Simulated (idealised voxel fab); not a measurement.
The name of this process module is voxel wiring stack.
Cross-section cut: width 210 nm, square cells of 5 nm.
Cross-section format: a grid of square cells, given as bands from top to bottom; each band is one or more rows of cells.
For a band, the entry starts with two heights in nm, that of the top and then that of the bottom, and carries on with the band's materials in order from left to right, each alongside its width in nm; the word "throughout" beside a single material means it fills the band edge to edge, and "blank" means empty space.
We count height from 0. Below that, the starting wafer is all one material. The lowest band never ends at the bottom but goes on down; see "0 -> down" for how that is written.
With a width like "30->40", each row of cells in the band differs from the next by the same amount, the top row carrying the first number and the bottom row the second.
The designation "remains unaltered", where it is given for a processing step, indicates that no cell of the cross-section was altered in the course of that step.
Each empty space that has no open way to the top and spans at least 8 cells appears under "Fully sealed voids" as width x height at distance, the distance counted from the left edge, all in nm.
Post-settings text on a step line: simulator's own remark regarding the step.
Steps that use a mask can have "overlay nm" on their line. It says how far the mask sat to the right of where it was meant to be. Negative means to the left.
Steps in the process plan:
| 1 | RECEIVE (material Si) |
| 2 | CONFORMAL_DEP (material SiO2; thk nm 15) |
| 3 | CONFORMAL_DEP (material SiCN; thk nm 5) |
| 4 | DIRECTIONAL_DEP (material lowk; thk nm 15) |
| 5 | PATTERN (tone open; mask id METAL_1; material resist; width nm 30; pitch nm 45; thk nm 15; overlay nm 0) |
| 6 | DIRECTIONAL_ETCH (etch materials lowk; depth nm 15) |
| 7 | DIRECTIONAL_ETCH (etch materials SiCN; depth nm 5) |
| 8 | STRIP (etch materials resist) |
| 9 | CONFORMAL_DEP (material TiN; thk nm 5) |
| 10 | FILL_DEP (material W; thk nm 5) |
| 11 | CMP (height nm 35) |
| 12 | CONFORMAL_DEP (material SiCN; thk nm 5) |
| 13 | DIRECTIONAL_DEP (material lowk; thk nm 20) |
| 14 | PATTERN (tone open; mask id PLUG_1; material resist; width nm 15; pitch nm 45; thk nm 20; overlay nm 0) |
| 15 | DIRECTIONAL_ETCH (etch materials lowk; depth nm 20) |
| 16 | DIRECTIONAL_ETCH (etch materials SiCN; depth nm 5) |
| 17 | STRIP (etch materials resist) |
| 18 | CONFORMAL_DEP (material TiN; thk nm 5) |
| 19 | FILL_DEP (material Ru; thk nm 10) |
| 20 | CMP (height nm 60) |
| 21 | DIRECTIONAL_DEP (material TiN; thk nm 5) |
| 22 | DIRECTIONAL_DEP (material W; thk nm 25) |
| 23 | DIRECTIONAL_DEP (material aC; thk nm 10) |
| 24 | PATTERN (tone cover; mask id METAL_2; material resist; width nm 30; pitch nm 45; thk nm 30; overlay nm 0) |
| 25 | DIRECTIONAL_ETCH (etch materials aC; depth nm 10) |
| 26 | STRIP (etch materials resist) |
| 27 | DIRECTIONAL_ETCH (etch materials W; depth nm 25) |
| 28 | DIRECTIONAL_ETCH (etch materials TiN; depth nm 5) |
| 29 | STRIP (etch materials aC) |
| 30 | FILL_DEP (material lowk; thk nm 5) |
| 31 | CMP (height nm 90) |
| 32 | CONFORMAL_DEP (material SiCN; thk nm 5) |
| 33 | DIRECTIONAL_DEP (material SiO2; thk nm 35) |
| 34 | PATTERN (tone open; mask id METAL_3_HOLES; material resist; width nm 15; pitch nm 45; thk nm 20; overlay nm 0) |
| 35 | DIRECTIONAL_ETCH (etch materials SiO2; depth nm 35) |
| 36 | STRIP (etch materials resist) |
| 37 | DIRECTIONAL_DEP (material aC; thk nm 15) |
| 38 | PATTERN (tone open; mask id METAL_3; material resist; width nm 30; pitch nm 45; thk nm 30; overlay nm 0) |
| 39 | DIRECTIONAL_ETCH (etch materials aC; depth nm 15) |
| 40 | STRIP (etch materials resist) |
| 41 | DIRECTIONAL_ETCH (etch materials SiO2; depth nm 20) |
| 42 | DIRECTIONAL_ETCH (etch materials SiCN; depth nm 5) |
| 43 | STRIP (etch materials aC) |
| 44 | CONFORMAL_DEP (material TiN; thk nm 5) |
| 45 | FILL_DEP (material Ru; thk nm 10) |
| 46 | CMP (height nm 130) |
| 47 | CONFORMAL_DEP (material SiN; thk nm 5) |
The first wafer of two, processed as planned:
This is the cross-section of the wafer as we received it, i.e. after step 1:
    0 -> down = Si throughout
    Fully sealed voids: none
Step 2 complete: cross-section through the wafer:
    15 -> 0 = SiO2 throughout
    Nothing below the height 0 has changed.
Step 3 complete: cross-section through the wafer:
    20 -> 15 = SiCN throughout
    Nothing below the height 15 has changed.
Step 4 complete: cross-section through the wafer:
    35 -> 20 = lowk throughout
    Nothing below the height 20 has changed.
Step 5 complete: cross-section through the wafer:
    50 -> 35 = 20 nm resist  30 nm blank  15 nm resist  30 nm blank  15 nm resist  30 nm blank  15 nm resist  30 nm blank  25 nm resist
    Nothing below the height 35 has changed.
Step 6 complete: cross-section through the wafer:
    50 -> 35 = 20 nm resist  30 nm blank  15 nm resist  30 nm blank  15 nm resist  30 nm blank  15 nm resist  30 nm blank  25 nm resist
    35 -> 20 = 20 nm lowk  30 nm blank  15 nm lowk  30 nm blank  15 nm lowk  30 nm blank  15 nm lowk  30 nm blank  25 nm lowk
    Nothing below the height 20 has changed.
Step 7 complete: cross-section through the wafer:
    50 -> 35 = 20 nm resist  30 nm blank  15 nm resist  30 nm blank  15 nm resist  30 nm blank  15 nm resist  30 nm blank  25 nm resist
    35 -> 20 = 20 nm lowk  30 nm blank  15 nm lowk  30 nm blank  15 nm lowk  30 nm blank  15 nm lowk  30 nm blank  25 nm lowk
    20 -> 15 = 20 nm SiCN  30 nm blank  15 nm SiCN  30 nm blank  15 nm SiCN  30 nm blank  15 nm SiCN  30 nm blank  25 nm SiCN
    Nothing below the height 15 has changed.
Step 8 complete: cross-section through the wafer:
    35 -> 20 = 20 nm lowk  30 nm blank  15 nm lowk  30 nm blank  15 nm lowk  30 nm blank  15 nm lowk  30 nm blank  25 nm lowk
    Nothing below the height 20 has changed.
Step 9 complete: cross-section through the wafer:
    40 -> 35 = 25 nm TiN  20 nm blank  25 nm TiN  20 nm blank  25 nm TiN  20 nm blank  25 nm TiN  20 nm blank  30 nm TiN
    35 -> 20 = 20 nm lowk  5 nm TiN  20 nm blank  5 nm TiN  15 nm lowk  5 nm TiN  20 nm blank  5 nm TiN  15 nm lowk  5 nm TiN  20 nm blank  5 nm TiN  15 nm lowk  5 nm TiN  20 nm blank  5 nm TiN  25 nm lowk
    20 -> 15 = 20 nm SiCN  30 nm TiN  15 nm SiCN  30 nm TiN  15 nm SiCN  30 nm TiN  15 nm SiCN  30 nm TiN  25 nm SiCN
    Nothing below the height 15 has changed.
Step 10 complete: cross-section through the wafer:
    45 -> 40 = W throughout
    40 -> 35 = 25 nm TiN  20 nm W  25 nm TiN  20 nm W  25 nm TiN  20 nm W  25 nm TiN  20 nm W  30 nm TiN
    35 -> 20 = 20 nm lowk  5 nm TiN  20 nm W  5 nm TiN  15 nm lowk  5 nm TiN  20 nm W  5 nm TiN  15 nm lowk  5 nm TiN  20 nm W  5 nm TiN  15 nm lowk  5 nm TiN  20 nm W  5 nm TiN  25 nm lowk
    Nothing below the height 20 has changed.
Step 11 complete: cross-section through the wafer:
    35 -> 20 = 20 nm lowk  5 nm TiN  20 nm W  5 nm TiN  15 nm lowk  5 nm TiN  20 nm W  5 nm TiN  15 nm lowk  5 nm TiN  20 nm W  5 nm TiN  15 nm lowk  5 nm TiN  20 nm W  5 nm TiN  25 nm lowk
    Nothing below the height 20 has changed.
Step 12 complete: cross-section through the wafer:
    40 -> 35 = SiCN throughout
    Nothing below the height 35 has changed.
Step 13 complete: cross-section through the wafer:
    60 -> 40 = lowk throughout
    Nothing below the height 40 has changed.
Step 14 complete: cross-section through the wafer:
    80 -> 60 = 20 nm resist  15 nm blank  30 nm resist  15 nm blank  30 nm resist  15 nm blank  30 nm resist  15 nm blank  40 nm resist
    Nothing below the height 60 has changed.
Step 15 complete: cross-section through the wafer:
    80 -> 60 = 20 nm resist  15 nm blank  30 nm resist  15 nm blank  30 nm resist  15 nm blank  30 nm resist  15 nm blank  40 nm resist
    60 -> 40 = 20 nm lowk  15 nm blank  30 nm lowk  15 nm blank  30 nm lowk  15 nm blank  30 nm lowk  15 nm blank  40 nm lowk
    Nothing below the height 40 has changed.
Step 16 complete: cross-section through the wafer:
    80 -> 60 = 20 nm resist  15 nm blank  30 nm resist  15 nm blank  30 nm resist  15 nm blank  30 nm resist  15 nm blank  40 nm resist
    60 -> 40 = 20 nm lowk  15 nm blank  30 nm lowk  15 nm blank  30 nm lowk  15 nm blank  30 nm lowk  15 nm blank  40 nm lowk
    40 -> 35 = 20 nm SiCN  15 nm blank  30 nm SiCN  15 nm blank  30 nm SiCN  15 nm blank  30 nm SiCN  15 nm blank  40 nm SiCN
    Nothing below the height 35 has changed.
Step 17 complete: cross-section through the wafer:
    60 -> 40 = 20 nm lowk  15 nm blank  30 nm lowk  15 nm blank  30 nm lowk  15 nm blank  30 nm lowk  15 nm blank  40 nm lowk
    Nothing below the height 40 has changed.
Step 18 complete: cross-section through the wafer:
    65 -> 60 = 25 nm TiN  5 nm blank  40 nm TiN  5 nm blank  40 nm TiN  5 nm blank  40 nm TiN  5 nm blank  45 nm TiN
    60 -> 40 = 20 nm lowk  5 nm TiN  5 nm blank  5 nm TiN  30 nm lowk  5 nm TiN  5 nm blank  5 nm TiN  30 nm lowk  5 nm TiN  5 nm blank  5 nm TiN  30 nm lowk  5 nm TiN  5 nm blank  5 nm TiN  40 nm lowk
    40 -> 35 = 20 nm SiCN  15 nm TiN  30 nm SiCN  15 nm TiN  30 nm SiCN  15 nm TiN  30 nm SiCN  15 nm TiN  40 nm SiCN
    Nothing below the height 35 has changed.
Step 19 complete: cross-section through the wafer:
    75 -> 65 = Ru throughout
    65 -> 60 = 25 nm TiN  5 nm Ru  40 nm TiN  5 nm Ru  40 nm TiN  5 nm Ru  40 nm TiN  5 nm Ru  45 nm TiN
    60 -> 40 = 20 nm lowk  5 nm TiN  5 nm Ru  5 nm TiN  30 nm lowk  5 nm TiN  5 nm Ru  5 nm TiN  30 nm lowk  5 nm TiN  5 nm Ru  5 nm TiN  30 nm lowk  5 nm TiN  5 nm Ru  5 nm TiN  40 nm lowk
    Nothing below the height 40 has changed.
Step 20 complete: cross-section through the wafer:
    60 -> 40 = 20 nm lowk  5 nm TiN  5 nm Ru  5 nm TiN  30 nm lowk  5 nm TiN  5 nm Ru  5 nm TiN  30 nm lowk  5 nm TiN  5 nm Ru  5 nm TiN  30 nm lowk  5 nm TiN  5 nm Ru  5 nm TiN  40 nm lowk
    Nothing below the height 40 has changed.
Step 21 complete: cross-section through the wafer:
    65 -> 60 = TiN throughout
    Nothing below the height 60 has changed.
Step 22 complete: cross-section through the wafer:
    90 -> 65 = W throughout
    Nothing below the height 65 has changed.
Step 23 complete: cross-section through the wafer:
    100 -> 90 = aC throughout
    Nothing below the height 90 has changed.
Step 24 complete: cross-section through the wafer:
    130 -> 100 = 20 nm blank  30 nm resist  15 nm blank  30 nm resist  15 nm blank  30 nm resist  15 nm blank  30 nm resist  25 nm blank
    Nothing below the height 100 has changed.
Step 25 complete: cross-section through the wafer:
    120 -> 100 = 20 nm blank  30 nm resist  15 nm blank  30 nm resist  15 nm blank  30 nm resist  15 nm blank  30 nm resist  25 nm blank
    100 -> 90 = 20 nm blank  30 nm aC  15 nm blank  30 nm aC  15 nm blank  30 nm aC  15 nm blank  30 nm aC  25 nm blank
    Nothing below the height 90 has changed.
Step 26 complete: cross-section through the wafer:
    100 -> 90 = 20 nm blank  30 nm aC  15 nm blank  30 nm aC  15 nm blank  30 nm aC  15 nm blank  30 nm aC  25 nm blank
    Nothing below the height 90 has changed.
Step 27 complete: cross-section through the wafer:
    100 -> 90 = 20 nm blank  30 nm aC  15 nm blank  30 nm aC  15 nm blank  30 nm aC  15 nm blank  30 nm aC  25 nm blank
    90 -> 65 = 20 nm blank  30 nm W  15 nm blank  30 nm W  15 nm blank  30 nm W  15 nm blank  30 nm W  25 nm blank
    Nothing below the height 65 has changed.
Step 28 complete: cross-section through the wafer:
    100 -> 90 = 20 nm blank  30 nm aC  15 nm blank  30 nm aC  15 nm blank  30 nm aC  15 nm blank  30 nm aC  25 nm blank
    90 -> 65 = 20 nm blank  30 nm W  15 nm blank  30 nm W  15 nm blank  30 nm W  15 nm blank  30 nm W  25 nm blank
    65 -> 60 = 20 nm blank  30 nm TiN  15 nm blank  30 nm TiN  15 nm blank  30 nm TiN  15 nm blank  30 nm TiN  25 nm blank
    Nothing below the height 60 has changed.
Step 29 complete: cross-section through the wafer:
    90 -> 65 = 20 nm blank  30 nm W  15 nm blank  30 nm W  15 nm blank  30 nm W  15 nm blank  30 nm W  25 nm blank
    Nothing below the height 65 has changed.
Step 30 complete: cross-section through the wafer:
    95 -> 90 = lowk throughout
    90 -> 65 = 20 nm lowk  30 nm W  15 nm lowk  30 nm W  15 nm lowk  30 nm W  15 nm lowk  30 nm W  25 nm lowk
    65 -> 60 = 20 nm lowk  30 nm TiN  15 nm lowk  30 nm TiN  15 nm lowk  30 nm TiN  15 nm lowk  30 nm TiN  25 nm lowk
    Nothing below the height 60 has changed.
Step 31 complete: cross-section through the wafer:
    90 -> 65 = 20 nm lowk  30 nm W  15 nm lowk  30 nm W  15 nm lowk  30 nm W  15 nm lowk  30 nm W  25 nm lowk
    Nothing below the height 65 has changed.
Step 32 complete: cross-section through the wafer:
    95 -> 90 = SiCN throughout
    Nothing below the height 90 has changed.
Step 33 complete: cross-section through the wafer:
    130 -> 95 = SiO2 throughout
    Nothing below the height 95 has changed.
Step 34 complete: cross-section through the wafer:
    150 -> 130 = 20 nm resist  15 nm blank  30 nm resist  15 nm blank  30 nm resist  15 nm blank  30 nm resist  15 nm blank  40 nm resist
    Nothing below the height 130 has changed.
Step 35 complete: cross-section through the wafer:
    150 -> 130 = 20 nm resist  15 nm blank  30 nm resist  15 nm blank  30 nm resist  15 nm blank  30 nm resist  15 nm blank  40 nm resist
    130 -> 95 = 20 nm SiO2  15 nm blank  30 nm SiO2  15 nm blank  30 nm SiO2  15 nm blank  30 nm SiO2  15 nm blank  40 nm SiO2
    Nothing below the height 95 has changed.
Step 36 complete: cross-section through the wafer:
    130 -> 95 = 20 nm SiO2  15 nm blank  30 nm SiO2  15 nm blank  30 nm SiO2  15 nm blank  30 nm SiO2  15 nm blank  40 nm SiO2
    Nothing below the height 95 has changed.
Step 37 complete: cross-section through the wafer:
    145 -> 130 = 20 nm aC  15 nm blank  30 nm aC  15 nm blank  30 nm aC  15 nm blank  30 nm aC  15 nm blank  40 nm aC
    130 -> 110 = 20 nm SiO2  15 nm blank  30 nm SiO2  15 nm blank  30 nm SiO2  15 nm blank  30 nm SiO2  15 nm blank  40 nm SiO2
    110 -> 95 = 20 nm SiO2  15 nm aC  30 nm SiO2  15 nm aC  30 nm SiO2  15 nm aC  30 nm SiO2  15 nm aC  40 nm SiO2
    Nothing below the height 95 has changed.
Step 38 complete: cross-section through the wafer:
    175 -> 145 = 20 nm resist  30 nm blank  15 nm resist  30 nm blank  15 nm resist  30 nm blank  15 nm resist  30 nm blank  25 nm resist
    Nothing below the height 145 has changed.
Step 39 complete: cross-section through the wafer:
    160 -> 145 = 20 nm resist  30 nm blank  15 nm resist  30 nm blank  15 nm resist  30 nm blank  15 nm resist  30 nm blank  25 nm resist
    145 -> 130 = 20 nm aC  30 nm blank  15 nm aC  30 nm blank  15 nm aC  30 nm blank  15 nm aC  30 nm blank  25 nm aC
    130 -> 95 = 20 nm SiO2  15 nm blank  30 nm SiO2  15 nm blank  30 nm SiO2  15 nm blank  30 nm SiO2  15 nm blank  40 nm SiO2
    Nothing below the height 95 has changed.
Step 40 complete: cross-section through the wafer:
    145 -> 130 = 20 nm aC  30 nm blank  15 nm aC  30 nm blank  15 nm aC  30 nm blank  15 nm aC  30 nm blank  25 nm aC
    Nothing below the height 130 has changed.
Step 41 complete: cross-section through the wafer:
    145 -> 130 = 20 nm aC  30 nm blank  15 nm aC  30 nm blank  15 nm aC  30 nm blank  15 nm aC  30 nm blank  25 nm aC
    130 -> 110 = 20 nm SiO2  30 nm blank  15 nm SiO2  30 nm blank  15 nm SiO2  30 nm blank  15 nm SiO2  30 nm blank  25 nm SiO2
    Nothing below the height 110 has changed.
Step 42 complete: cross-section through the wafer:
    145 -> 130 = 20 nm aC  30 nm blank  15 nm aC  30 nm blank  15 nm aC  30 nm blank  15 nm aC  30 nm blank  25 nm aC
    130 -> 110 = 20 nm SiO2  30 nm blank  15 nm SiO2  30 nm blank  15 nm SiO2  30 nm blank  15 nm SiO2  30 nm blank  25 nm SiO2
    110 -> 95 = 20 nm SiO2  15 nm blank  30 nm SiO2  15 nm blank  30 nm SiO2  15 nm blank  30 nm SiO2  15 nm blank  40 nm SiO2
    95 -> 90 = 20 nm SiCN  15 nm blank  30 nm SiCN  15 nm blank  30 nm SiCN  15 nm blank  30 nm SiCN  15 nm blank  40 nm SiCN
    Nothing below the height 90 has changed.
Step 43 complete: cross-section through the wafer:
    130 -> 110 = 20 nm SiO2  30 nm blank  15 nm SiO2  30 nm blank  15 nm SiO2  30 nm blank  15 nm SiO2  30 nm blank  25 nm SiO2
    Nothing below the height 110 has changed.
Step 44 complete: cross-section through the wafer:
    135 -> 130 = 25 nm TiN  20 nm blank  25 nm TiN  20 nm blank  25 nm TiN  20 nm blank  25 nm TiN  20 nm blank  30 nm TiN
    130 -> 115 = 20 nm SiO2  5 nm TiN  20 nm blank  5 nm TiN  15 nm SiO2  5 nm TiN  20 nm blank  5 nm TiN  15 nm SiO2  5 nm TiN  20 nm blank  5 nm TiN  15 nm SiO2  5 nm TiN  20 nm blank  5 nm TiN  25 nm SiO2
    115 -> 110 = 20 nm SiO2  5 nm TiN  5 nm blank  20 nm TiN  15 nm SiO2  5 nm TiN  5 nm blank  20 nm TiN  15 nm SiO2  5 nm TiN  5 nm blank  20 nm TiN  15 nm SiO2  5 nm TiN  5 nm blank  20 nm TiN  25 nm SiO2
    110 -> 95 = 20 nm SiO2  5 nm TiN  5 nm blank  5 nm TiN  30 nm SiO2  5 nm TiN  5 nm blank  5 nm TiN  30 nm SiO2  5 nm TiN  5 nm blank  5 nm TiN  30 nm SiO2  5 nm TiN  5 nm blank  5 nm TiN  40 nm SiO2
    95 -> 90 = 20 nm SiCN  15 nm TiN  30 nm SiCN  15 nm TiN  30 nm SiCN  15 nm TiN  30 nm SiCN  15 nm TiN  40 nm SiCN
    Nothing below the height 90 has changed.
Step 45 complete: cross-section through the wafer:
    145 -> 135 = Ru throughout
    135 -> 130 = 25 nm TiN  20 nm Ru  25 nm TiN  20 nm Ru  25 nm TiN  20 nm Ru  25 nm TiN  20 nm Ru  30 nm TiN
    130 -> 115 = 20 nm SiO2  5 nm TiN  20 nm Ru  5 nm TiN  15 nm SiO2  5 nm TiN  20 nm Ru  5 nm TiN  15 nm SiO2  5 nm TiN  20 nm Ru  5 nm TiN  15 nm SiO2  5 nm TiN  20 nm Ru  5 nm TiN  25 nm SiO2
    115 -> 110 = 20 nm SiO2  5 nm TiN  5 nm Ru  20 nm TiN  15 nm SiO2  5 nm TiN  5 nm Ru  20 nm TiN  15 nm SiO2  5 nm TiN  5 nm Ru  20 nm TiN  15 nm SiO2  5 nm TiN  5 nm Ru  20 nm TiN  25 nm SiO2
    110 -> 95 = 20 nm SiO2  5 nm TiN  5 nm Ru  5 nm TiN  30 nm SiO2  5 nm TiN  5 nm Ru  5 nm TiN  30 nm SiO2  5 nm TiN  5 nm Ru  5 nm TiN  30 nm SiO2  5 nm TiN  5 nm Ru  5 nm TiN  40 nm SiO2
    Nothing below the height 95 has changed.
Step 46 complete: cross-section through the wafer:
    130 -> 115 = 20 nm SiO2  5 nm TiN  20 nm Ru  5 nm TiN  15 nm SiO2  5 nm TiN  20 nm Ru  5 nm TiN  15 nm SiO2  5 nm TiN  20 nm Ru  5 nm TiN  15 nm SiO2  5 nm TiN  20 nm Ru  5 nm TiN  25 nm SiO2
    Nothing below the height 115 has changed.
Step 47 complete: cross-section through the wafer:
    135 -> 130 = SiN throughout
    Nothing below the height 130 has changed.
The second wafer began exactly as the first did and followed the same plan, but one mistake was made while running it; through step 20 inclusive, the two wafers are identical:
Second wafer, sectioned view, at step 21's planned end time:
    85 -> 60 = W throughout
    Nothing below the height 60 has changed.
Second wafer, sectioned view, at step 22's planned end time:
    90 -> 85 = TiN throughout
    Nothing below the height 85 has changed.
Second wafer, sectioned view, at step 23's planned end time:
    100 -> 90 = aC throughout
    Nothing below the height 90 has changed.
Second wafer, sectioned view, at step 24's planned end time:
    130 -> 100 = 20 nm blank  30 nm resist  15 nm blank  30 nm resist  15 nm blank  30 nm resist  15 nm blank  30 nm resist  25 nm blank
    Nothing below the height 100 has changed.
Second wafer, sectioned view, at step 25's planned end time:
    120 -> 100 = 20 nm blank  30 nm resist  15 nm blank  30 nm resist  15 nm blank  30 nm resist  15 nm blank  30 nm resist  25 nm blank
    100 -> 90 = 20 nm blank  30 nm aC  15 nm blank  30 nm aC  15 nm blank  30 nm aC  15 nm blank  30 nm aC  25 nm blank
    Nothing below the height 90 has changed.
Second wafer, sectioned view, at step 26's planned end time:
    100 -> 90 = 20 nm blank  30 nm aC  15 nm blank  30 nm aC  15 nm blank  30 nm aC  15 nm blank  30 nm aC  25 nm blank
    Nothing below the height 90 has changed.
Second wafer, sectioned view, at step 27's planned end time: remains unaltered
Second wafer, sectioned view, at step 28's planned end time:
    100 -> 90 = 20 nm blank  30 nm aC  15 nm blank  30 nm aC  15 nm blank  30 nm aC  15 nm blank  30 nm aC  25 nm blank
    90 -> 85 = 20 nm blank  30 nm TiN  15 nm blank  30 nm TiN  15 nm blank  30 nm TiN  15 nm blank  30 nm TiN  25 nm blank
    Nothing below the height 85 has changed.
Second wafer, sectioned view, at step 29's planned end time:
    90 -> 85 = 20 nm blank  30 nm TiN  15 nm blank  30 nm TiN  15 nm blank  30 nm TiN  15 nm blank  30 nm TiN  25 nm blank
    Nothing below the height 85 has changed.
Second wafer, sectioned view, at step 30's planned end time:
    95 -> 90 = lowk throughout
    90 -> 85 = 20 nm lowk  30 nm TiN  15 nm lowk  30 nm TiN  15 nm lowk  30 nm TiN  15 nm lowk  30 nm TiN  25 nm lowk
    Nothing below the height 85 has changed.
Second wafer, sectioned view, at step 31's planned end time:
    90 -> 85 = 20 nm lowk  30 nm TiN  15 nm lowk  30 nm TiN  15 nm lowk  30 nm TiN  15 nm lowk  30 nm TiN  25 nm lowk
    Nothing below the height 85 has changed.
Second wafer, sectioned view, at step 32's planned end time:
    95 -> 90 = SiCN throughout
    Nothing below the height 90 has changed.
Second wafer, sectioned view, at step 33's planned end time:
    130 -> 95 = SiO2 throughout
    Nothing below the height 95 has changed.
Second wafer, sectioned view, at step 34's planned end time:
    150 -> 130 = 20 nm resist  15 nm blank  30 nm resist  15 nm blank  30 nm resist  15 nm blank  30 nm resist  15 nm blank  40 nm resist
    Nothing below the height 130 has changed.
Second wafer, sectioned view, at step 35's planned end time:
    150 -> 130 = 20 nm resist  15 nm blank  30 nm resist  15 nm blank  30 nm resist  15 nm blank  30 nm resist  15 nm blank  40 nm resist
    130 -> 95 = 20 nm SiO2  15 nm blank  30 nm SiO2  15 nm blank  30 nm SiO2  15 nm blank  30 nm SiO2  15 nm blank  40 nm SiO2
    Nothing below the height 95 has changed.
Second wafer, sectioned view, at step 36's planned end time:
    130 -> 95 = 20 nm SiO2  15 nm blank  30 nm SiO2  15 nm blank  30 nm SiO2  15 nm blank  30 nm SiO2  15 nm blank  40 nm SiO2
    Nothing below the height 95 has changed.
Second wafer, sectioned view, at step 37's planned end time:
    145 -> 130 = 20 nm aC  15 nm blank  30 nm aC  15 nm blank  30 nm aC  15 nm blank  30 nm aC  15 nm blank  40 nm aC
    130 -> 110 = 20 nm SiO2  15 nm blank  30 nm SiO2  15 nm blank  30 nm SiO2  15 nm blank  30 nm SiO2  15 nm blank  40 nm SiO2
    110 -> 95 = 20 nm SiO2  15 nm aC  30 nm SiO2  15 nm aC  30 nm SiO2  15 nm aC  30 nm SiO2  15 nm aC  40 nm SiO2
    Nothing below the height 95 has changed.
Second wafer, sectioned view, at step 38's planned end time:
    175 -> 145 = 20 nm resist  30 nm blank  15 nm resist  30 nm blank  15 nm resist  30 nm blank  15 nm resist  30 nm blank  25 nm resist
    Nothing below the height 145 has changed.
Second wafer, sectioned view, at step 39's planned end time:
    160 -> 145 = 20 nm resist  30 nm blank  15 nm resist  30 nm blank  15 nm resist  30 nm blank  15 nm resist  30 nm blank  25 nm resist
    145 -> 130 = 20 nm aC  30 nm blank  15 nm aC  30 nm blank  15 nm aC  30 nm blank  15 nm aC  30 nm blank  25 nm aC
    130 -> 95 = 20 nm SiO2  15 nm blank  30 nm SiO2  15 nm blank  30 nm SiO2  15 nm blank  30 nm SiO2  15 nm blank  40 nm SiO2
    Nothing below the height 95 has changed.
Second wafer, sectioned view, at step 40's planned end time:
    145 -> 130 = 20 nm aC  30 nm blank  15 nm aC  30 nm blank  15 nm aC  30 nm blank  15 nm aC  30 nm blank  25 nm aC
    Nothing below the height 130 has changed.
Second wafer, sectioned view, at step 41's planned end time:
    145 -> 130 = 20 nm aC  30 nm blank  15 nm aC  30 nm blank  15 nm aC  30 nm blank  15 nm aC  30 nm blank  25 nm aC
    130 -> 110 = 20 nm SiO2  30 nm blank  15 nm SiO2  30 nm blank  15 nm SiO2  30 nm blank  15 nm SiO2  30 nm blank  25 nm SiO2
    Nothing below the height 110 has changed.
Second wafer, sectioned view, at step 42's planned end time:
    145 -> 130 = 20 nm aC  30 nm blank  15 nm aC  30 nm blank  15 nm aC  30 nm blank  15 nm aC  30 nm blank  25 nm aC
    130 -> 110 = 20 nm SiO2  30 nm blank  15 nm SiO2  30 nm blank  15 nm SiO2  30 nm blank  15 nm SiO2  30 nm blank  25 nm SiO2
    110 -> 95 = 20 nm SiO2  15 nm blank  30 nm SiO2  15 nm blank  30 nm SiO2  15 nm blank  30 nm SiO2  15 nm blank  40 nm SiO2
    95 -> 90 = 20 nm SiCN  15 nm blank  30 nm SiCN  15 nm blank  30 nm SiCN  15 nm blank  30 nm SiCN  15 nm blank  40 nm SiCN
    Nothing below the height 90 has changed.
Second wafer, sectioned view, at step 43's planned end time:
    130 -> 110 = 20 nm SiO2  30 nm blank  15 nm SiO2  30 nm blank  15 nm SiO2  30 nm blank  15 nm SiO2  30 nm blank  25 nm SiO2
    Nothing below the height 110 has changed.
Second wafer, sectioned view, at step 44's planned end time:
    135 -> 130 = 25 nm TiN  20 nm blank  25 nm TiN  20 nm blank  25 nm TiN  20 nm blank  25 nm TiN  20 nm blank  30 nm TiN
    130 -> 115 = 20 nm SiO2  5 nm TiN  20 nm blank  5 nm TiN  15 nm SiO2  5 nm TiN  20 nm blank  5 nm TiN  15 nm SiO2  5 nm TiN  20 nm blank  5 nm TiN  15 nm SiO2  5 nm TiN  20 nm blank  5 nm TiN  25 nm SiO2
    115 -> 110 = 20 nm SiO2  5 nm TiN  5 nm blank  20 nm TiN  15 nm SiO2  5 nm TiN  5 nm blank  20 nm TiN  15 nm SiO2  5 nm TiN  5 nm blank  20 nm TiN  15 nm SiO2  5 nm TiN  5 nm blank  20 nm TiN  25 nm SiO2
    110 -> 95 = 20 nm SiO2  5 nm TiN  5 nm blank  5 nm TiN  30 nm SiO2  5 nm TiN  5 nm blank  5 nm TiN  30 nm SiO2  5 nm TiN  5 nm blank  5 nm TiN  30 nm SiO2  5 nm TiN  5 nm blank  5 nm TiN  40 nm SiO2
    95 -> 90 = 20 nm SiCN  15 nm TiN  30 nm SiCN  15 nm TiN  30 nm SiCN  15 nm TiN  30 nm SiCN  15 nm TiN  40 nm SiCN
    Nothing below the height 90 has changed.
Second wafer, sectioned view, at step 45's planned end time:
    145 -> 135 = Ru throughout
    135 -> 130 = 25 nm TiN  20 nm Ru  25 nm TiN  20 nm Ru  25 nm TiN  20 nm Ru  25 nm TiN  20 nm Ru  30 nm TiN
    130 -> 115 = 20 nm SiO2  5 nm TiN  20 nm Ru  5 nm TiN  15 nm SiO2  5 nm TiN  20 nm Ru  5 nm TiN  15 nm SiO2  5 nm TiN  20 nm Ru  5 nm TiN  15 nm SiO2  5 nm TiN  20 nm Ru  5 nm TiN  25 nm SiO2
    115 -> 110 = 20 nm SiO2  5 nm TiN  5 nm Ru  20 nm TiN  15 nm SiO2  5 nm TiN  5 nm Ru  20 nm TiN  15 nm SiO2  5 nm TiN  5 nm Ru  20 nm TiN  15 nm SiO2  5 nm TiN  5 nm Ru  20 nm TiN  25 nm SiO2
    110 -> 95 = 20 nm SiO2  5 nm TiN  5 nm Ru  5 nm TiN  30 nm SiO2  5 nm TiN  5 nm Ru  5 nm TiN  30 nm SiO2  5 nm TiN  5 nm Ru  5 nm TiN  30 nm SiO2  5 nm TiN  5 nm Ru  5 nm TiN  40 nm SiO2
    Nothing below the height 95 has changed.
Second wafer, sectioned view, at step 46's planned end time:
    130 -> 115 = 20 nm SiO2  5 nm TiN  20 nm Ru  5 nm TiN  15 nm SiO2  5 nm TiN  20 nm Ru  5 nm TiN  15 nm SiO2  5 nm TiN  20 nm Ru  5 nm TiN  15 nm SiO2  5 nm TiN  20 nm Ru  5 nm TiN  25 nm SiO2
    Nothing below the height 115 has changed.
Second wafer, sectioned view, at step 47's planned end time:
    135 -> 130 = SiN throughout
    Nothing below the height 130 has changed.
The mistake made against the process plan was this: step 21 ran in the slot meant for step 22, and vice versa
End check, counted in cells, second wafer has more or fewer of these materials than the first: 90 more of W; 90 fewer of lowk
